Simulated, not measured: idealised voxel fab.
This is a process module. Its name is voxel self aligned contacts.
Displayed cross-section: cut, width of 240 nm, square cells sized 5 nm.
Just so we're on the same page, the cross-sections are grids of square cells, and they're listed out in bands top to bottom, each band one or more rows deep. Per band: top height and bottom height in nm, followed by the left-to-right materials and their widths in nm; "edge to edge" marks a single material spanning edge to edge, "empty" marks empty space. Heights are expressed relative to 0, this being the level below which the as-received wafer comprises one material exclusively. The lowest band is unbounded in the downward direction and is denoted as in "0 -> down". The expression "30->40" gives the width at the extremes of the band, the first number at its top row of cells and the second at its bottom row, with the width changing by equal amounts from each row to the next in between. Take "remains unaltered" at face value: in the step it is given for, the cross-section changed in none of its cells. Voids not open to the top, 8 cells minimum: see "Trapped cavities". Written width x height at distance; distance is from the left edge; nm. Anything after a step's settings on that line? It's the simulator's own note about the step. Each step line may optionally specify "overlay nm", which for a step with a mask gives the rightward distance between the mask's planned place and where it lay, a negative value indicating the leftward direction.
The process steps that were planned are listed below:
1 RECEIVE (material Si)
2 CONFORMAL_DEP (material SiO2; thk nm 5)
3 DIRECTIONAL_DEP (material polySi; thk nm 20)
4 DIRECTIONAL_DEP (material SiN; thk nm 20)
5 MASKED_ETCH (tone cover; mask id GATE; width nm 25; pitch nm 65; etch materials SiN; depth nm 20; overlay nm 0)
6 MASKED_ETCH (tone cover; mask id GATE; width nm 25; pitch nm 65; etch materials polySi; depth nm 20; overlay nm 0)
7 CONFORMAL_DEP (material SiN; thk nm 10)
8 DIRECTIONAL_ETCH (etch materials SiN; depth nm 10)
9 FILL_DEP (material SiO2; thk nm 10)
10 CMP (height nm 50)
11 DIRECTIONAL_DEP (material aC; thk nm 15)
12 PATTERN (tone open; mask id CONTACT; material resist; width nm 50; pitch nm 65; thk nm 30; overlay nm 0)
13 DIRECTIONAL_ETCH (etch materials aC; depth nm 15)
14 STRIP (etch materials resist)
15 DIRECTIONAL_ETCH (etch materials SiO2; depth nm 50)
16 STRIP (etch materials aC)
17 CONFORMAL_DEP (material TiN; thk nm 5)
18 FILL_DEP (material Ru; thk nm 10)
19 CMP (height nm 50)
20 CONFORMAL_DEP (material SiN; thk nm 5)
This is the cross-section of the wafer as we received it, i.e. after step 1:
0 -> down | Si edge to edge
Trapped cavities: none
Module complete - cross-section of the first of two wafers, run according to plan:
55 -> 50 | SiN edge to edge
50 -> 45 | SiO2=60  TiN=20  Ru=10  TiN=20  SiO2=15  TiN=20  Ru=10  TiN=20  SiO2=65
45 -> 25 | SiO2=30  SiN=45  TiN=5  Ru=10  TiN=5  SiN=45  TiN=5  Ru=10  TiN=5  SiN=45  SiO2=35
25 -> 5 | SiO2=30  SiN=10  polySi=25  SiN=10  TiN=5  Ru=10  TiN=5  SiN=10  polySi=25  SiN=10  TiN=5  Ru=10  TiN=5  SiN=10  polySi=25  SiN=10  SiO2=35
5 -> 0 | SiO2=75  TiN=20  SiO2=45  TiN=20  SiO2=80
0 -> down | Si edge to edge
Trapped cavities: none
Wafer two, end of module, cross-section. Same start, same plan as wafer one. One mistake in the run:
55 -> 50 | SiN edge to edge
50 -> 45 | SiO2=60  TiN=15  Ru=20  TiN=15  SiO2=15  TiN=15  Ru=20  TiN=15  SiO2=65
45 -> 30 | SiO2=35  SiN=35  TiN=5  Ru=20  TiN=5  SiN=35  TiN=5  Ru=20  TiN=5  SiN=35  SiO2=40
30 -> 25 | SiO2=35  SiN=35  TiN=10  Ru=10  TiN=10  SiN=35  TiN=10  Ru=10  TiN=10  SiN=35  SiO2=40
25 -> 5 | SiO2=30  SiN=10  polySi=25  SiN=10  TiN=5  Ru=10  TiN=5  SiN=10  polySi=25  SiN=10  TiN=5  Ru=10  TiN=5  SiN=10  polySi=25  SiN=10  SiO2=35
5 -> 0 | SiO2=75  TiN=20  SiO2=45  TiN=20  SiO2=80
0 -> down | Si edge to edge
Trapped cavities: none
What broke from the plan during processing? not per plan at step 5, really ran MASKED_ETCH (tone cover; mask id GATE; width nm 15; pitch nm 65; etch materials SiN; depth nm 20; overlay nm 0)
Final wafer comparison in cells, second versus first, more or fewer per material: 16 more of Ru | 24 fewer of SiN | 8 more of SiO2
